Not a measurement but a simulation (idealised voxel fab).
The name of this process module is voxel wiring stack.
Pictured: cross-section cut, 285 nm wide, on a grid of 5 nm square cells.
In this document a cross-section is written as a grid of square cells. It is given as a series of bands, listed from the top down, and a band is one or more rows of cells. Band: top height; bottom height; in nm. Then, left to right: material with width in nm, for each material. "all across": a single material spanning edge to edge. "empty": empty space. Heights are reckoned from 0. Under this level, the received wafer is all of one material. The bottommost band is open-ended downward, for example "0 down". Graded width ("30->40"): value in top row of band = first number; value in bottom row = second number; row-to-row change constant. "nothing changed", as given for a step, is the statement that not any cell of the cross-section underwent a change during that step. For the entry "Catalogued sealed voids", the listed items are empty spaces with no open way to the top whose size is 8 cells or more; each item follows the pattern width x height at distance, where distance is from the left edge and all three are in nm. Past the settings on a step's line: simulator remark, on that step. overlay nm, on a step with a mask: how far to the right of its planned place the mask lay; to the left if negative. Structure of the following material. The material consists of pairs of cross-sections. Each pair comprises the cross-section before one process step and the cross-section after that step, the latter shown only down to the lowest band that changed. The step between the cross-sections is specified beneath each pair, including its settings. Pairs are not necessarily consecutive: they may derive from different runs of this module performed on the same starting wafer. Continuity with the pair above is to be assumed only where the entry headed "Pre-step section" of the pair in question states it.

Pre-step section:
- 0 down | Si all across
- Catalogued sealed voids: none

Section, Post-Step:
- 15 to 0 | SiO2 all across
- Below 0, the layers are the same as they were.
- Catalogued sealed voids: none
Operation between the pre and post cross-sections above: CONFORMAL_DEP with material SiO2, thk nm 15

Pre-step section: Reference is made to the cross-section shown after the step in the pair directly above, which represents the state prior to this step.

Section, Post-Step:
- 20 to 15 | SiCN all across
- Below 15, the layers are the same as they were.
- Catalogued sealed voids: none
Operation between the pre and post cross-sections above: CONFORMAL_DEP with material SiCN, thk nm 5

Pre-step section: Reference is made to the cross-section shown after the step in the pair directly above, which represents the state prior to this step.

Section, Post-Step:
- 35 to 20 | lowk all across
- Below 20, the layers are the same as they were.
- Catalogued sealed voids: none
Operation between the pre and post cross-sections above: DIRECTIONAL_DEP with material lowk, thk nm 15

Pre-step section: Reference is made to the cross-section shown after the step in the pair directly above, which represents the state prior to this step.

Section, Post-Step:
- 45 to 35 | aC all across
- Below 35, the layers are the same as they were.
- Catalogued sealed voids: none
Operation between the pre and post cross-sections above: DIRECTIONAL_DEP with material aC, thk nm 10

Pre-step section: Reference is made to the cross-section shown after the step in the pair directly above, which represents the state prior to this step.

Section, Post-Step:
- 75 to 45 | resist 80 | empty 20 | resist 30 | empty 20 | resist 30 | empty 20 | resist 85
- Below 45, the layers are the same as they were.
- Catalogued sealed voids: none
Operation between the pre and post cross-sections above: PATTERN with tone open, mask id METAL_1, material resist, width nm 20, pitch nm 50, thk nm 30, overlay nm 0

Pre-step section: Reference is made to the cross-section shown after the step in the pair directly above, which represents the state prior to this step.

Section, Post-Step:
- 65 to 45 | resist 80 | empty 20 | resist 30 | empty 20 | resist 30 | empty 20 | resist 85
- 45 to 35 | aC 80 | empty 20 | aC 30 | empty 20 | aC 30 | empty 20 | aC 85
- Below 35, the layers are the same as they were.
- Catalogued sealed voids: none
Operation between the pre and post cross-sections above: DIRECTIONAL_ETCH with etch materials aC, depth nm 10

Pre-step section: Reference is made to the cross-section shown after the step in the pair directly above, which represents the state prior to this step.

Section, Post-Step:
- 45 to 35 | aC 80 | empty 20 | aC 30 | empty 20 | aC 30 | empty 20 | aC 85
- Below 35, the layers are the same as they were.
- Catalogued sealed voids: none
Operation between the pre and post cross-sections above: STRIP with etch materials resist

Pre-step section: Reference is made to the cross-section shown after the step in the pair directly above, which represents the state prior to this step.

Section, Post-Step:
- 45 to 35 | aC 80 | empty 20 | aC 30 | empty 20 | aC 30 | empty 20 | aC 85
- 35 to 20 | lowk 80 | empty 20 | lowk 30 | empty 20 | lowk 30 | empty 20 | lowk 85
- Below 20, the layers are the same as they were.
- Catalogued sealed voids: none
Operation between the pre and post cross-sections above: DIRECTIONAL_ETCH with etch materials lowk, depth nm 15

Pre-step section: Reference is made to the cross-section shown after the step in the pair directly above, which represents the state prior to this step.

Section, Post-Step:
- 45 to 35 | aC 80 | empty 20 | aC 30 | empty 20 | aC 30 | empty 20 | aC 85
- 35 to 20 | lowk 80 | empty 20 | lowk 30 | empty 20 | lowk 30 | empty 20 | lowk 85
- 20 to 15 | SiCN 80 | empty 20 | SiCN 30 | empty 20 | SiCN 30 | empty 20 | SiCN 85
- Below 15, the layers are the same as they were.
- Catalogued sealed voids: none
Operation between the pre and post cross-sections above: DIRECTIONAL_ETCH with etch materials SiCN, depth nm 5

Pre-step section: Reference is made to the cross-section shown after the step in the pair directly above, which represents the state prior to this step.

Section, Post-Step:
- 35 to 20 | lowk 80 | empty 20 | lowk 30 | empty 20 | lowk 30 | empty 20 | lowk 85
- Below 20, the layers are the same as they were.
- Catalogued sealed voids: none
Operation between the pre and post cross-sections above: STRIP with etch materials aC

Pre-step section: Reference is made to the cross-section shown after the step in the pair directly above, which represents the state prior to this step.

Section, Post-Step:
- 40 to 35 | TiN 85 | empty 10 | TiN 40 | empty 10 | TiN 40 | empty 10 | TiN 90
- 35 to 20 | lowk 80 | TiN 5 | empty 10 | TiN 5 | lowk 30 | TiN 5 | empty 10 | TiN 5 | lowk 30 | TiN 5 | empty 10 | TiN 5 | lowk 85
- 20 to 15 | SiCN 80 | TiN 20 | SiCN 30 | TiN 20 | SiCN 30 | TiN 20 | SiCN 85
- Below 15, the layers are the same as they were.
- Catalogued sealed voids: none
Operation between the pre and post cross-sections above: CONFORMAL_DEP with material TiN, thk nm 5

Pre-step section: Reference is made to the cross-section shown after the step in the pair directly above, which represents the state prior to this step.

Section, Post-Step:
- 50 to 40 | Cu all across
- 40 to 35 | TiN 85 | Cu 10 | TiN 40 | Cu 10 | TiN 40 | Cu 10 | TiN 90
- 35 to 20 | lowk 80 | TiN 5 | Cu 10 | TiN 5 | lowk 30 | TiN 5 | Cu 10 | TiN 5 | lowk 30 | TiN 5 | Cu 10 | TiN 5 | lowk 85
- Below 20, the layers are the same as they were.
- Catalogued sealed voids: none
Operation between the pre and post cross-sections above: FILL_DEP with material Cu, thk nm 10

Pre-step section: Reference is made to the cross-section shown after the step in the pair directly above, which represents the state prior to this step.

Section, Post-Step:
- 35 to 20 | lowk 80 | TiN 5 | Cu 10 | TiN 5 | lowk 30 | TiN 5 | Cu 10 | TiN 5 | lowk 30 | TiN 5 | Cu 10 | TiN 5 | lowk 85
- Below 20, the layers are the same as they were.
- Catalogued sealed voids: none
Operation between the pre and post cross-sections above: CMP with height nm 35

Pre-step section: Reference is made to the cross-section shown after the step in the pair directly above, which represents the state prior to this step.

Section, Post-Step:
- 40 to 35 | SiCN all across
- Below 35, the layers are the same as they were.
- Catalogued sealed voids: none
Operation between the pre and post cross-sections above: CONFORMAL_DEP with material SiCN, thk nm 5

Pre-step section: Reference is made to the cross-section shown after the step in the pair directly above, which represents the state prior to this step.

Section, Post-Step:
- 70 to 40 | lowk all across
- Below 40, the layers are the same as they were.
- Catalogued sealed voids: none
Operation between the pre and post cross-sections above: DIRECTIONAL_DEP with material lowk, thk nm 30

Pre-step section: Reference is made to the cross-section shown after the step in the pair directly above, which represents the state prior to this step.

Section, Post-Step:
- 85 to 70 | resist 80 | empty 15 | resist 35 | empty 15 | resist 35 | empty 15 | resist 90
- Below 70, the layers are the same as they were.
- Catalogued sealed voids: none
Operation between the pre and post cross-sections above: PATTERN with tone open, mask id METAL_2_HOLES, material resist, width nm 15, pitch nm 50, thk nm 15, overlay nm 0

Pre-step section: Reference is made to the cross-section shown after the step in the pair directly above, which represents the state prior to this step.

Section, Post-Step:
- 85 to 70 | resist 80 | empty 15 | resist 35 | empty 15 | resist 35 | empty 15 | resist 90
- 70 to 40 | lowk 80 | empty 15 | lowk 35 | empty 15 | lowk 35 | empty 15 | lowk 90
- Below 40, the layers are the same as they were.
- Catalogued sealed voids: none
Operation between the pre and post cross-sections above: DIRECTIONAL_ETCH with etch materials lowk, depth nm 30

Pre-step section: Reference is made to the cross-section shown after the step in the pair directly above, which represents the state prior to this step.

Section, Post-Step:
- 70 to 40 | lowk 80 | empty 15 | lowk 35 | empty 15 | lowk 35 | empty 15 | lowk 90
- Below 40, the layers are the same as they were.
- Catalogued sealed voids: none
Operation between the pre and post cross-sections above: STRIP with etch materials resist

Pre-step section: Reference is made to the cross-section shown after the step in the pair directly above, which represents the state prior to this step.

Section, Post-Step:
- 85 to 70 | aC 80 | empty 15 | aC 35 | empty 15 | aC 35 | empty 15 | aC 90
- 70 to 55 | lowk 80 | empty 15 | lowk 35 | empty 15 | lowk 35 | empty 15 | lowk 90
- 55 to 40 | lowk 80 | aC 15 | lowk 35 | aC 15 | lowk 35 | aC 15 | lowk 90
- Below 40, the layers are the same as they were.
- Catalogued sealed voids: none
Operation between the pre and post cross-sections above: DIRECTIONAL_DEP with material aC, thk nm 15

Pre-step section: Reference is made to the cross-section shown after the step in the pair directly above, which represents the state prior to this step.

Section, Post-Step:
- 120 to 85 | resist 80 | empty 20 | resist 30 | empty 20 | resist 30 | empty 20 | resist 85
- Below 85, the layers are the same as they were.
- Catalogued sealed voids: none
Operation between the pre and post cross-sections above: PATTERN with tone open, mask id METAL_2, material resist, width nm 20, pitch nm 50, thk nm 35, overlay nm 0

Pre-step section: Reference is made to the cross-section shown after the step in the pair directly above, which represents the state prior to this step.

Section, Post-Step:
- 105 to 85 | resist 80 | empty 20 | resist 30 | empty 20 | resist 30 | empty 20 | resist 85
- 85 to 70 | aC 80 | empty 20 | aC 30 | empty 20 | aC 30 | empty 20 | aC 85
- 70 to 40 | lowk 80 | empty 15 | lowk 35 | empty 15 | lowk 35 | empty 15 | lowk 90
- Below 40, the layers are the same as they were.
- Catalogued sealed voids: none
Operation between the pre and post cross-sections above: DIRECTIONAL_ETCH with etch materials aC, depth nm 15

Pre-step section: Reference is made to the cross-section shown after the step in the pair directly above, which represents the state prior to this step.

Section, Post-Step:
- 85 to 70 | aC 80 | empty 20 | aC 30 | empty 20 | aC 30 | empty 20 | aC 85
- Below 70, the layers are the same as they were.
- Catalogued sealed voids: none
Operation between the pre and post cross-sections above: STRIP with etch materials resist

Pre-step section: Reference is made to the cross-section shown after the step in the pair directly above, which represents the state prior to this step.

Section, Post-Step:
- 85 to 70 | aC 80 | empty 20 | aC 30 | empty 20 | aC 30 | empty 20 | aC 85
- 70 to 55 | lowk 80 | empty 20 | lowk 30 | empty 20 | lowk 30 | empty 20 | lowk 85
- Below 55, the layers are the same as they were.
- Catalogued sealed voids: none
Operation between the pre and post cross-sections above: DIRECTIONAL_ETCH with etch materials lowk, depth nm 15

Pre-step section: Reference is made to the cross-section shown after the step in the pair directly above, which represents the state prior to this step.

Section, Post-Step:
- 85 to 70 | aC 80 | empty 20 | aC 30 | empty 20 | aC 30 | empty 20 | aC 85
- 70 to 55 | lowk 80 | empty 20 | lowk 30 | empty 20 | lowk 30 | empty 20 | lowk 85
- 55 to 40 | lowk 80 | empty 15 | lowk 35 | empty 15 | lowk 35 | empty 15 | lowk 90
- 40 to 35 | SiCN 80 | empty 15 | SiCN 35 | empty 15 | SiCN 35 | empty 15 | SiCN 90
- Below 35, the layers are the same as they were.
- Catalogued sealed voids: none
Operation between the pre and post cross-sections above: DIRECTIONAL_ETCH with etch materials SiCN, depth nm 5

Pre-step section: Reference is made to the cross-section shown after the step in the pair directly above, which represents the state prior to this step.

Section, Post-Step:
- 70 to 55 | lowk 80 | empty 20 | lowk 30 | empty 20 | lowk 30 | empty 20 | lowk 85
- Below 55, the layers are the same as they were.
- Catalogued sealed voids: none
Operation between the pre and post cross-sections above: STRIP with etch materials aC

Pre-step section: Reference is made to the cross-section shown after the step in the pair directly above, which represents the state prior to this step.

Section, Post-Step:
- 75 to 70 | TiN 85 | empty 10 | TiN 40 | empty 10 | TiN 40 | empty 10 | TiN 90
- 70 to 60 | lowk 80 | TiN 5 | empty 10 | TiN 5 | lowk 30 | TiN 5 | empty 10 | TiN 5 | lowk 30 | TiN 5 | empty 10 | TiN 5 | lowk 85
- 60 to 55 | lowk 80 | TiN 5 | empty 5 | TiN 10 | lowk 30 | TiN 5 | empty 5 | TiN 10 | lowk 30 | TiN 5 | empty 5 | TiN 10 | lowk 85
- 55 to 40 | lowk 80 | TiN 5 | empty 5 | TiN 5 | lowk 35 | TiN 5 | empty 5 | TiN 5 | lowk 35 | TiN 5 | empty 5 | TiN 5 | lowk 90
- 40 to 35 | SiCN 80 | TiN 15 | SiCN 35 | TiN 15 | SiCN 35 | TiN 15 | SiCN 90
- Below 35, the layers are the same as they were.
- Catalogued sealed voids: none
Operation between the pre and post cross-sections above: CONFORMAL_DEP with material TiN, thk nm 5

Pre-step section: Reference is made to the cross-section shown after the step in the pair directly above, which represents the state prior to this step.

Section, Post-Step:
- 80 to 75 | Cu all across
- 75 to 70 | TiN 85 | Cu 10 | TiN 40 | Cu 10 | TiN 40 | Cu 10 | TiN 90
- 70 to 60 | lowk 80 | TiN 5 | Cu 10 | TiN 5 | lowk 30 | TiN 5 | Cu 10 | TiN 5 | lowk 30 | TiN 5 | Cu 10 | TiN 5 | lowk 85
- 60 to 55 | lowk 80 | TiN 5 | Cu 5 | TiN 10 | lowk 30 | TiN 5 | Cu 5 | TiN 10 | lowk 30 | TiN 5 | Cu 5 | TiN 10 | lowk 85
- 55 to 40 | lowk 80 | TiN 5 | Cu 5 | TiN 5 | lowk 35 | TiN 5 | Cu 5 | TiN 5 | lowk 35 | TiN 5 | Cu 5 | TiN 5 | lowk 90
- Below 40, the layers are the same as they were.
- Catalogued sealed voids: none
Operation between the pre and post cross-sections above: FILL_DEP with material Cu, thk nm 5

Pre-step section: Reference is made to the cross-section shown after the step in the pair directly above, which represents the state prior to this step.

Section, Post-Step:
- 70 to 60 | lowk 80 | TiN 5 | Cu 10 | TiN 5 | lowk 30 | TiN 5 | Cu 10 | TiN 5 | lowk 30 | TiN 5 | Cu 10 | TiN 5 | lowk 85
- Below 60, the layers are the same as they were.
- Catalogued sealed voids: none
Operation between the pre and post cross-sections above: CMP with height nm 70

Pre-step section: Reference is made to the cross-section shown after the step in the pair directly above, which represents the state prior to this step.

Section, Post-Step:
- 75 to 70 | SiCN all across
- Below 70, the layers are the same as they were.
- Catalogued sealed voids: none
Operation between the pre and post cross-sections above: CONFORMAL_DEP with material SiCN, thk nm 5

Pre-step section:
- 50 to 40 | Cu all across
- 40 to 35 | TiN 85 | Cu 10 | TiN 40 | Cu 10 | TiN 40 | Cu 10 | TiN 90
- 35 to 20 | lowk 80 | TiN 5 | Cu 10 | TiN 5 | lowk 30 | TiN 5 | Cu 10 | TiN 5 | lowk 30 | TiN 5 | Cu 10 | TiN 5 | lowk 85
- 20 to 15 | SiCN 80 | TiN 20 | SiCN 30 | TiN 20 | SiCN 30 | TiN 20 | SiCN 85
- 15 to 0 | SiO2 all across
- 0 down | Si all across
- Catalogued sealed voids: none

Section, Post-Step:
- 55 to 50 | SiCN all across
- Below 50, the layers are the same as they were.
- Catalogued sealed voids: none
Operation between the pre and post cross-sections above: CONFORMAL_DEP with material SiCN, thk nm 5

Pre-step section: Reference is made to the cross-section shown after the step in the pair directly above, which represents the state prior to this step.

Section, Post-Step:
- 85 to 55 | lowk all across
- Below 55, the layers are the same as they were.
- Catalogued sealed voids: none
Operation between the pre and post cross-sections above: DIRECTIONAL_DEP with material lowk, thk nm 30

Pre-step section: Reference is made to the cross-section shown after the step in the pair directly above, which represents the state prior to this step.

Section, Post-Step:
- 100 to 85 | resist 80 | empty 15 | resist 35 | empty 15 | resist 35 | empty 15 | resist 90
- Below 85, the layers are the same as they were.
- Catalogued sealed voids: none
Operation between the pre and post cross-sections above: PATTERN with tone open, mask id METAL_2_HOLES, material resist, width nm 15, pitch nm 50, thk nm 15, overlay nm 0

Pre-step section: Reference is made to the cross-section shown after the step in the pair directly above, which represents the state prior to this step.

Section, Post-Step:
- 100 to 85 | resist 80 | empty 15 | resist 35 | empty 15 | resist 35 | empty 15 | resist 90
- 85 to 55 | lowk 80 | empty 15 | lowk 35 | empty 15 | lowk 35 | empty 15 | lowk 90
- Below 55, the layers are the same as they were.
- Catalogued sealed voids: none
Operation between the pre and post cross-sections above: DIRECTIONAL_ETCH with etch materials lowk, depth nm 30

Pre-step section: Reference is made to the cross-section shown after the step in the pair directly above, which represents the state prior to this step.

Section, Post-Step:
- 85 to 55 | lowk 80 | empty 15 | lowk 35 | empty 15 | lowk 35 | empty 15 | lowk 90
- Below 55, the layers are the same as they were.
- Catalogued sealed voids: none
Operation between the pre and post cross-sections above: STRIP with etch materials resist

Pre-step section: Reference is made to the cross-section shown after the step in the pair directly above, which represents the state prior to this step.

Section, Post-Step:
- 100 to 85 | aC 80 | empty 15 | aC 35 | empty 15 | aC 35 | empty 15 | aC 90
- 85 to 70 | lowk 80 | empty 15 | lowk 35 | empty 15 | lowk 35 | empty 15 | lowk 90
- 70 to 55 | lowk 80 | aC 15 | lowk 35 | aC 15 | lowk 35 | aC 15 | lowk 90
- Below 55, the layers are the same as they were.
- Catalogued sealed voids: none
Operation between the pre and post cross-sections above: DIRECTIONAL_DEP with material aC, thk nm 15

Pre-step section: Reference is made to the cross-section shown after the step in the pair directly above, which represents the state prior to this step.

Section, Post-Step:
- 135 to 100 | resist 80 | empty 20 | resist 30 | empty 20 | resist 30 | empty 20 | resist 85
- Below 100, the layers are the same as they were.
- Catalogued sealed voids: none
Operation between the pre and post cross-sections above: PATTERN with tone open, mask id METAL_2, material resist, width nm 20, pitch nm 50, thk nm 35, overlay nm 0

Pre-step section: Reference is made to the cross-section shown after the step in the pair directly above, which represents the state prior to this step.

Section, Post-Step:
- 120 to 100 | resist 80 | empty 20 | resist 30 | empty 20 | resist 30 | empty 20 | resist 85
- 100 to 85 | aC 80 | empty 20 | aC 30 | empty 20 | aC 30 | empty 20 | aC 85
- 85 to 55 | lowk 80 | empty 15 | lowk 35 | empty 15 | lowk 35 | empty 15 | lowk 90
- Below 55, the layers are the same as they were.
- Catalogued sealed voids: none
Operation between the pre and post cross-sections above: DIRECTIONAL_ETCH with etch materials aC, depth nm 15

Pre-step section: Reference is made to the cross-section shown after the step in the pair directly above, which represents the state prior to this step.

Section, Post-Step:
- 100 to 85 | aC 80 | empty 20 | aC 30 | empty 20 | aC 30 | empty 20 | aC 85
- Below 85, the layers are the same as they were.
- Catalogued sealed voids: none
Operation between the pre and post cross-sections above: STRIP with etch materials resist

Pre-step section: Reference is made to the cross-section shown after the step in the pair directly above, which represents the state prior to this step.

Section, Post-Step:
- 100 to 85 | aC 80 | empty 20 | aC 30 | empty 20 | aC 30 | empty 20 | aC 85
- 85 to 70 | lowk 80 | empty 20 | lowk 30 | empty 20 | lowk 30 | empty 20 | lowk 85
- Below 70, the layers are the same as they were.
- Catalogued sealed voids: none
Operation between the pre and post cross-sections above: DIRECTIONAL_ETCH with etch materials lowk, depth nm 15

Pre-step section: Reference is made to the cross-section shown after the step in the pair directly above, which represents the state prior to this step.

Section, Post-Step:
- 100 to 85 | aC 80 | empty 20 | aC 30 | empty 20 | aC 30 | empty 20 | aC 85
- 85 to 70 | lowk 80 | empty 20 | lowk 30 | empty 20 | lowk 30 | empty 20 | lowk 85
- 70 to 55 | lowk 80 | empty 15 | lowk 35 | empty 15 | lowk 35 | empty 15 | lowk 90
- 55 to 50 | SiCN 80 | empty 15 | SiCN 35 | empty 15 | SiCN 35 | empty 15 | SiCN 90
- Below 50, the layers are the same as they were.
- Catalogued sealed voids: none
Operation between the pre and post cross-sections above: DIRECTIONAL_ETCH with etch materials SiCN, depth nm 5

Pre-step section: Reference is made to the cross-section shown after the step in the pair directly above, which represents the state prior to this step.

Section, Post-Step:
- 85 to 70 | lowk 80 | empty 20 | lowk 30 | empty 20 | lowk 30 | empty 20 | lowk 85
- Below 70, the layers are the same as they were.
- Catalogued sealed voids: none
Operation between the pre and post cross-sections above: STRIP with etch materials aC

Pre-step section: Reference is made to the cross-section shown after the step in the pair directly above, which represents the state prior to this step.

Section, Post-Step:
- 90 to 85 | TiN 85 | empty 10 | TiN 40 | empty 10 | TiN 40 | empty 10 | TiN 90
- 85 to 75 | lowk 80 | TiN 5 | empty 10 | TiN 5 | lowk 30 | TiN 5 | empty 10 | TiN 5 | lowk 30 | TiN 5 | empty 10 | TiN 5 | lowk 85
- 75 to 70 | lowk 80 | TiN 5 | empty 5 | TiN 10 | lowk 30 | TiN 5 | empty 5 | TiN 10 | lowk 30 | TiN 5 | empty 5 | TiN 10 | lowk 85
- 70 to 55 | lowk 80 | TiN 5 | empty 5 | TiN 5 | lowk 35 | TiN 5 | empty 5 | TiN 5 | lowk 35 | TiN 5 | empty 5 | TiN 5 | lowk 90
- 55 to 50 | SiCN 80 | TiN 15 | SiCN 35 | TiN 15 | SiCN 35 | TiN 15 | SiCN 90
- Below 50, the layers are the same as they were.
- Catalogued sealed voids: none
Operation between the pre and post cross-sections above: CONFORMAL_DEP with material TiN, thk nm 5

Pre-step section: Reference is made to the cross-section shown after the step in the pair directly above, which represents the state prior to this step.

Section, Post-Step:
- 95 to 90 | Cu all across
- 90 to 85 | TiN 85 | Cu 10 | TiN 40 | Cu 10 | TiN 40 | Cu 10 | TiN 90
- 85 to 75 | lowk 80 | TiN 5 | Cu 10 | TiN 5 | lowk 30 | TiN 5 | Cu 10 | TiN 5 | lowk 30 | TiN 5 | Cu 10 | TiN 5 | lowk 85
- 75 to 70 | lowk 80 | TiN 5 | Cu 5 | TiN 10 | lowk 30 | TiN 5 | Cu 5 | TiN 10 | lowk 30 | TiN 5 | Cu 5 | TiN 10 | lowk 85
- 70 to 55 | lowk 80 | TiN 5 | Cu 5 | TiN 5 | lowk 35 | TiN 5 | Cu 5 | TiN 5 | lowk 35 | TiN 5 | Cu 5 | TiN 5 | lowk 90
- Below 55, the layers are the same as they were.
- Catalogued sealed voids: none
Operation between the pre and post cross-sections above: FILL_DEP with material Cu, thk nm 5

Pre-step section: Reference is made to the cross-section shown after the step in the pair directly above, which represents the state prior to this step.

Section, Post-Step:
- 70 to 55 | lowk 80 | TiN 5 | Cu 5 | TiN 5 | lowk 35 | TiN 5 | Cu 5 | TiN 5 | lowk 35 | TiN 5 | Cu 5 | TiN 5 | lowk 90
- Below 55, the layers are the same as they were.
- Catalogued sealed voids: none
Operation between the pre and post cross-sections above: CMP with height nm 70

Pre-step section: Reference is made to the cross-section shown after the step in the pair directly above, which represents the state prior to this step.

Section, Post-Step:
- 75 to 70 | SiCN all across
- Below 70, the layers are the same as they were.
- Catalogued sealed voids: none
Operation between the pre and post cross-sections above: CONFORMAL_DEP with material SiCN, thk nm 5

Pre-step section:
- 70 to 40 | lowk all across
- 40 to 35 | SiCN all across
- 35 to 20 | lowk 80 | TiN 5 | Cu 10 | TiN 5 | lowk 30 | TiN 5 | Cu 10 | TiN 5 | lowk 30 | TiN 5 | Cu 10 | TiN 5 | lowk 85
- 20 to 15 | SiCN 80 | TiN 20 | SiCN 30 | TiN 20 | SiCN 30 | TiN 20 | SiCN 85
- 15 to 0 | SiO2 all across
- 0 down | Si all across
- Catalogued sealed voids: none

Section, Post-Step:
- 100 to 40 | lowk all across
- Below 40, the layers are the same as they were.
- Catalogued sealed voids: none
Operation between the pre and post cross-sections above: DIRECTIONAL_DEP with material lowk, thk nm 30

Pre-step section: Reference is made to the cross-section shown after the step in the pair directly above, which represents the state prior to this step.

Section, Post-Step:
- 115 to 100 | resist 80 | empty 15 | resist 35 | empty 15 | resist 35 | empty 15 | resist 90
- Below 100, the layers are the same as they were.
- Catalogued sealed voids: none
Operation between the pre and post cross-sections above: PATTERN with tone open, mask id METAL_2_HOLES, material resist, width nm 15, pitch nm 50, thk nm 15, overlay nm 0

Pre-step section: Reference is made to the cross-section shown after the step in the pair directly above, which represents the state prior to this step.

Section, Post-Step:
- 115 to 100 | resist 80 | empty 15 | resist 35 | empty 15 | resist 35 | empty 15 | resist 90
- 100 to 70 | lowk 80 | empty 15 | lowk 35 | empty 15 | lowk 35 | empty 15 | lowk 90
- Below 70, the layers are the same as they were.
- Catalogued sealed voids: none
Operation between the pre and post cross-sections above: DIRECTIONAL_ETCH with etch materials lowk, depth nm 30

Pre-step section: Reference is made to the cross-section shown after the step in the pair directly above, which represents the state prior to this step.

Section, Post-Step:
- 100 to 70 | lowk 80 | empty 15 | lowk 35 | empty 15 | lowk 35 | empty 15 | lowk 90
- Below 70, the layers are the same as they were.
- Catalogued sealed voids: none
Operation between the pre and post cross-sections above: STRIP with etch materials resist

Pre-step section: Reference is made to the cross-section shown after the step in the pair directly above, which represents the state prior to this step.

Section, Post-Step:
- 115 to 100 | aC 80 | empty 15 | aC 35 | empty 15 | aC 35 | empty 15 | aC 90
- 100 to 85 | lowk 80 | empty 15 | lowk 35 | empty 15 | lowk 35 | empty 15 | lowk 90
- 85 to 70 | lowk 80 | aC 15 | lowk 35 | aC 15 | lowk 35 | aC 15 | lowk 90
- Below 70, the layers are the same as they were.
- Catalogued sealed voids: none
Operation between the pre and post cross-sections above: DIRECTIONAL_DEP with material aC, thk nm 15

Pre-step section: Reference is made to the cross-section shown after the step in the pair directly above, which represents the state prior to this step.

Section, Post-Step:
- 150 to 115 | resist 80 | empty 20 | resist 30 | empty 20 | resist 30 | empty 20 | resist 85
- Below 115, the layers are the same as they were.
- Catalogued sealed voids: none
Operation between the pre and post cross-sections above: PATTERN with tone open, mask id METAL_2, material resist, width nm 20, pitch nm 50, thk nm 35, overlay nm 0

Pre-step section: Reference is made to the cross-section shown after the step in the pair directly above, which represents the state prior to this step.

Section, Post-Step:
- 135 to 115 | resist 80 | empty 20 | resist 30 | empty 20 | resist 30 | empty 20 | resist 85
- 115 to 100 | aC 80 | empty 20 | aC 30 | empty 20 | aC 30 | empty 20 | aC 85
- 100 to 70 | lowk 80 | empty 15 | lowk 35 | empty 15 | lowk 35 | empty 15 | lowk 90
- Below 70, the layers are the same as they were.
- Catalogued sealed voids: none
Operation between the pre and post cross-sections above: DIRECTIONAL_ETCH with etch materials aC, depth nm 15

Pre-step section: Reference is made to the cross-section shown after the step in the pair directly above, which represents the state prior to this step.

Section, Post-Step:
- 115 to 100 | aC 80 | empty 20 | aC 30 | empty 20 | aC 30 | empty 20 | aC 85
- Below 100, the layers are the same as they were.
- Catalogued sealed voids: none
Operation between the pre and post cross-sections above: STRIP with etch materials resist

Pre-step section: Reference is made to the cross-section shown after the step in the pair directly above, which represents the state prior to this step.

Section, Post-Step:
- 115 to 100 | aC 80 | empty 20 | aC 30 | empty 20 | aC 30 | empty 20 | aC 85
- 100 to 85 | lowk 80 | empty 20 | lowk 30 | empty 20 | lowk 30 | empty 20 | lowk 85
- 85 to 55 | lowk 80 | empty 15 | lowk 35 | empty 15 | lowk 35 | empty 15 | lowk 90
- Below 55, the layers are the same as they were.
- Catalogued sealed voids: none
Operation between the pre and post cross-sections above: DIRECTIONAL_ETCH with etch materials lowk, depth nm 15

Pre-step section: Reference is made to the cross-section shown after the step in the pair directly above, which represents the state prior to this step.

Section, Post-Step:
- 100 to 85 | lowk 80 | empty 20 | lowk 30 | empty 20 | lowk 30 | empty 20 | lowk 85
- Below 85, the layers are the same as they were.
- Catalogued sealed voids: none
Operation between the pre and post cross-sections above: STRIP with etch materials aC

Pre-step section: Reference is made to the cross-section shown after the step in the pair directly above, which represents the state prior to this step.

Section, Post-Step:
- 105 to 100 | TiN 85 | empty 10 | TiN 40 | empty 10 | TiN 40 | empty 10 | TiN 90
- 100 to 90 | lowk 80 | TiN 5 | empty 10 | TiN 5 | lowk 30 | TiN 5 | empty 10 | TiN 5 | lowk 30 | TiN 5 | empty 10 | TiN 5 | lowk 85
- 90 to 85 | lowk 80 | TiN 5 | empty 5 | TiN 10 | lowk 30 | TiN 5 | empty 5 | TiN 10 | lowk 30 | TiN 5 | empty 5 | TiN 10 | lowk 85
- 85 to 60 | lowk 80 | TiN 5 | empty 5 | TiN 5 | lowk 35 | TiN 5 | empty 5 | TiN 5 | lowk 35 | TiN 5 | empty 5 | TiN 5 | lowk 90
- 60 to 55 | lowk 80 | TiN 15 | lowk 35 | TiN 15 | lowk 35 | TiN 15 | lowk 90
- Below 55, the layers are the same as they were.
- Catalogued sealed voids: none
Operation between the pre and post cross-sections above: CONFORMAL_DEP with material TiN, thk nm 5

Pre-step section: Reference is made to the cross-section shown after the step in the pair directly above, which represents the state prior to this step.

Section, Post-Step:
- 110 to 105 | Cu all across
- 105 to 100 | TiN 85 | Cu 10 | TiN 40 | Cu 10 | TiN 40 | Cu 10 | TiN 90
- 100 to 90 | lowk 80 | TiN 5 | Cu 10 | TiN 5 | lowk 30 | TiN 5 | Cu 10 | TiN 5 | lowk 30 | TiN 5 | Cu 10 | TiN 5 | lowk 85
- 90 to 85 | lowk 80 | TiN 5 | Cu 5 | TiN 10 | lowk 30 | TiN 5 | Cu 5 | TiN 10 | lowk 30 | TiN 5 | Cu 5 | TiN 10 | lowk 85
- 85 to 60 | lowk 80 | TiN 5 | Cu 5 | TiN 5 | lowk 35 | TiN 5 | Cu 5 | TiN 5 | lowk 35 | TiN 5 | Cu 5 | TiN 5 | lowk 90
- Below 60, the layers are the same as they were.
- Catalogued sealed voids: none
Operation between the pre and post cross-sections above: FILL_DEP with material Cu, thk nm 5

Pre-step section: Reference is made to the cross-section shown after the step in the pair directly above, which represents the state prior to this step.

Section, Post-Step:
- 70 to 60 | lowk 80 | TiN 5 | Cu 5 | TiN 5 | lowk 35 | TiN 5 | Cu 5 | TiN 5 | lowk 35 | TiN 5 | Cu 5 | TiN 5 | lowk 90
- Below 60, the layers are the same as they were.
- Catalogued sealed voids: none
Operation between the pre and post cross-sections above: CMP with height nm 70

Pre-step section: Reference is made to the cross-section shown after the step in the pair directly above, which represents the state prior to this step.

Section, Post-Step:
- 75 to 70 | SiCN all across
- Below 70, the layers are the same as they were.
- Catalogued sealed voids: none
Operation between the pre and post cross-sections above: CONFORMAL_DEP with material SiCN, thk nm 5

Pre-step section:
- 15 to 0 | SiO2 all across
- 0 down | Si all across
- Catalogued sealed voids: none

Section, Post-Step:
- 30 to 15 | lowk all across
- Below 15, the layers are the same as they were.
- Catalogued sealed voids: none
Operation between the pre and post cross-sections above: DIRECTIONAL_DEP with material lowk, thk nm 15
